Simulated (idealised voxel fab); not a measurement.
process module | voxel released beams
The width of the displayed cross-section, cut, is 280 nm; its cells are square, with a size of 5 nm.
Notation: cross-section as square-cell grid; stated in bands, top first, going down; one or more cell rows per band.
The entry gives the band's vertical extent as a top height and a bottom height in nm, then its horizontal make-up as materials from left to right, each with a width in nm. "blank" stands for empty space; a single material marked "edge to edge" fills the band edge to edge.
Beneath 0, the wafer as received is one material, and that level is where height counting begins. The lowest band goes on downward without a bottom; it is written like "0 and below".
Width "30->40": first value at the band's top row of cells, second value at its bottom row, equal change from row to row.
The designation "no modifications", where it is given for a processing step, indicates that no cell of the cross-section was altered in the course of that step.
If an empty space has no open way to the top and is at least 8 cells in size, "Unvented internal voids" lists it, written width x height at distance, where distance is measured from the left edge and every value is in nm.
Text after the settings on a step's line: the simulator's own remark on that step.
Regarding "overlay nm": on a step with a mask, it is the distance the mask lay to the right of its planned place; a negative value places it to the left.
-- Planned step list for the process
1: RECEIVE with material Si
2: CONFORMAL_DEP with material SiN, thk nm 10
3: DIRECTIONAL_DEP with material SiO2, thk nm 15
4: MASKED_ETCH with tone open, mask id ANCHOR, width nm 40, etch materials SiO2, depth nm 15, overlay nm 0
5: CONFORMAL_DEP with material W, thk nm 15
6: DIRECTIONAL_DEP with material aC, thk nm 10
7: PATTERN with tone cover, mask id BEAM, material resist, width nm 120, thk nm 25, overlay nm 0
8: DIRECTIONAL_ETCH with etch materials aC, depth nm 10
9: STRIP with etch materials resist
10: DIRECTIONAL_ETCH with etch materials W, depth nm 15
11: STRIP with etch materials aC
12: STRIP with etch materials SiO2
-- Wafer at receipt (post step 1), cross-section
  0 and below: Si edge to edge
  Unvented internal voids: none
-- Cross-sectional image of the first of two wafers at the end of the module, the run having proceeded as planned
  40 down to 25: 75 blank, then 20 W, then 10 blank, then 90 W, then 85 blank
  25 down to 10: 80 blank, then 40 W, then 160 blank
  10 down to 0: SiN edge to edge
  0 and below: Si edge to edge
  Unvented internal voids: none
-- Module end: cross-section of wafer two of two. Same start and process plan as the first wafer. One mistake during execution
  40 down to 25: 75 blank, then 25 W, then 10 blank, then 85 W, then 85 blank
  25 down to 10: 85 blank, then 40 W, then 155 blank
  10 down to 0: SiN edge to edge
  0 and below: Si edge to edge
  Unvented internal voids: none
Processing error: not per plan at step 4, really ran MASKED_ETCH with tone open, mask id ANCHOR, width nm 40, etch materials SiO2, depth nm 15, overlay nm 5
at the end the second wafer has, in cells: as many of each material as the first, in other places
